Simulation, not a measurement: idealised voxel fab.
process module | voxel released beams
FYI the section here is cut, 180 nm wide, cells are 5 nm squares.
Cross-section format: a grid of square cells, given as bands from top to bottom; each band is one or more rows of cells. It is stipulated that each band's entry specify, in nanometres, the height of the top of the band and then that of its bottom, followed by the materials of the band in left-to-right sequence, each together with its width in nanometres. A single material marked by the word "full width" is understood to fill the band from edge to edge; the word "empty" is understood to denote empty space. We count height from 0. Below that, the starting wafer is all one material. The lowest band never ends at the bottom but goes on down; see "0 and below" for how that is written. When a width is written as two numbers, as in "30->40", the first number is the width in the top row of cells of the band and the second is the width in its bottom row, and the width changes by the same amount from each row to the next. Where a step carries "nothing altered", the cross-section came out of it unchanged, cell for cell. The entry "Tabulated closed voids" lists the empty spaces that cover at least 8 cells and have no open path to the top. Each is written as width x height at distance, where the distance is measured from the left edge and all three values are in nm. On a step's line, text after the settings is the simulator commenting on that step. "overlay nm" answers the question of how far to the right of plan the mask lay on a step that has a mask, and when it is negative the answer is to the left.
# Process steps - plan
1 RECEIVE (material Si)
2 CONFORMAL_DEP (material Al2O3; thk nm 5)
3 DIRECTIONAL_DEP (material SiO2; thk nm 20)
4 PATTERN (tone open; mask id ANCHOR; material resist; width nm 40; thk nm 20; overlay nm 0)
5 DIRECTIONAL_ETCH (etch materials SiO2; depth nm 20)
6 STRIP (etch materials resist)
7 CONFORMAL_DEP (material polySi; thk nm 15)
8 DIRECTIONAL_DEP (material aC; thk nm 10)
9 PATTERN (tone cover; mask id BEAM; material resist; width nm 120; thk nm 25; overlay nm 0)
10 DIRECTIONAL_ETCH (etch materials aC; depth nm 10)
11 STRIP (etch materials resist)
12 DIRECTIONAL_ETCH (etch materials polySi; depth nm 15)
13 STRIP (etch materials aC)
14 STRIP (etch materials SiO2)
# Cross-section, incoming material, after step 1
> 0 and below: Si full width
> Tabulated closed voids: none
# End-of-module cross-section of the first of two wafers, processed as planned
> 40 down to 25: 25 nm empty; 20 nm polySi; 10 nm empty; 90 nm polySi; 35 nm empty
> 25 down to 20: 30 nm empty; 15 nm polySi; 10 nm empty; 15 nm polySi; 110 nm empty
> 20 down to 5: 30 nm empty; 40 nm polySi; 110 nm empty
> 5 down to 0: Al2O3 full width
> 0 and below: Si full width
> Tabulated closed voids: none
# Second wafer through the module, sectioned at the end: same beginning and same plan as the first wafer, with one mistake in carrying it out
> 35 down to 20: 25 nm empty; 20 nm polySi; 10 nm empty; 90 nm polySi; 35 nm empty
> 20 down to 15: 30 nm empty; 15 nm polySi; 10 nm empty; 15 nm polySi; 110 nm empty
> 15 down to 0: 30 nm empty; 40 nm polySi; 110 nm empty
> 0 and below: Si full width
> Tabulated closed voids: none
what went wrong: step 2 was left out
Upon completion, the second wafer contains, in terms of cells, a greater or smaller amount of certain materials than the first wafer: Al2O3 -36
